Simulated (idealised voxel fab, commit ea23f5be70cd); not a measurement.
A process module follows: voxel quadruple lines.
It is cross-section cut that appears here, measuring 280 nm in width, its square cells being 5 nm in size.
Reading order for cross-sections: top band down to bottom band. Underlying form: a grid of square cells. Band size: one or more rows of cells. This entry defines a band. It first specifies the height of the band's top and the height of its bottom in nm, and then specifies the band's materials from left to right, stating each material with its width in nm. The word "full width" identifies a single material that fills the band from edge to edge, while the word "air" identifies empty space. Heights are expressed relative to 0, this being the level below which the as-received wafer comprises one material exclusively. The lowest band is unbounded in the downward direction and is denoted as in "0 and below". The width entry "30..40" should be interpreted row by row: the top row of cells in the band takes the first number, the bottom row takes the second number, and the change between adjacent rows is uniform throughout. Basically "everything unchanged" means that step didn't change any cell in the cross-section. "Voids, fully enclosed": sealed empty spaces, 8 cells or more, no open way to top, listed width x height at distance, with distance from the left edge and width, height and distance in nm. Where a step's line continues beyond its settings, the continuation is a remark by the simulator itself on that step. When a step includes a mask, the "overlay nm" setting on its line states how far to the right of its planned place that mask lay, and negative values state how far to the left.

**The planned process steps are enumerated hereunder**
- 1: RECEIVE [material Si]
- 2: CONFORMAL_DEP [material SiO2] [thk nm 10]
- 3: DIRECTIONAL_DEP [material W] [thk nm 10]
- 4: DIRECTIONAL_DEP [material polySi] [thk nm 20]
- 5: DIRECTIONAL_DEP [material aC] [thk nm 20]
- 6: PATTERN [tone cover] [mask id MANDREL] [material resist] [width nm 20] [pitch nm 60] [thk nm 25] [overlay nm 0]
- 7: DIRECTIONAL_ETCH [etch materials aC] [depth nm 20]
- 8: STRIP [etch materials resist]
- 9: CONFORMAL_DEP [material SiO2] [thk nm 10]
- 10: DIRECTIONAL_ETCH [etch materials SiO2] [depth nm 10]
- 11: STRIP [etch materials aC]
- 12: DIRECTIONAL_ETCH [etch materials polySi] [depth nm 20]
- 13: STRIP [etch materials SiO2]
- 14: CONFORMAL_DEP [material SiCN] [thk nm 5]
- 15: DIRECTIONAL_ETCH [etch materials SiCN] [depth nm 5]
- 16: STRIP [etch materials polySi]
- 17: DIRECTIONAL_ETCH [etch materials W] [depth nm 10]
- 18: STRIP [etch materials SiCN]

**Delivered wafer in cross-section: state after step 1**
> 0 and below | Si full width
> Voids, fully enclosed: none

**Wafer at module end, in section. Began as above, planned as above, run with one mistake**
> 25 down to 15 | 85 air  5 W  10 air  5 W  10 air  5 W  10 air  5 W  10 air  5 W  10 air  5 W  10 air  5 W  10 air  5 W  85 air
> 15 down to 10 | W full width
> 10 down to 0 | SiO2 full width
> 0 and below | Si full width
> Voids, fully enclosed: none
What went wrong in running the wafer? it should be noted that step 3 was executed with settings other than those planned, the operation and settings actually applied being DIRECTIONAL_DEP [material W] [thk nm 15]
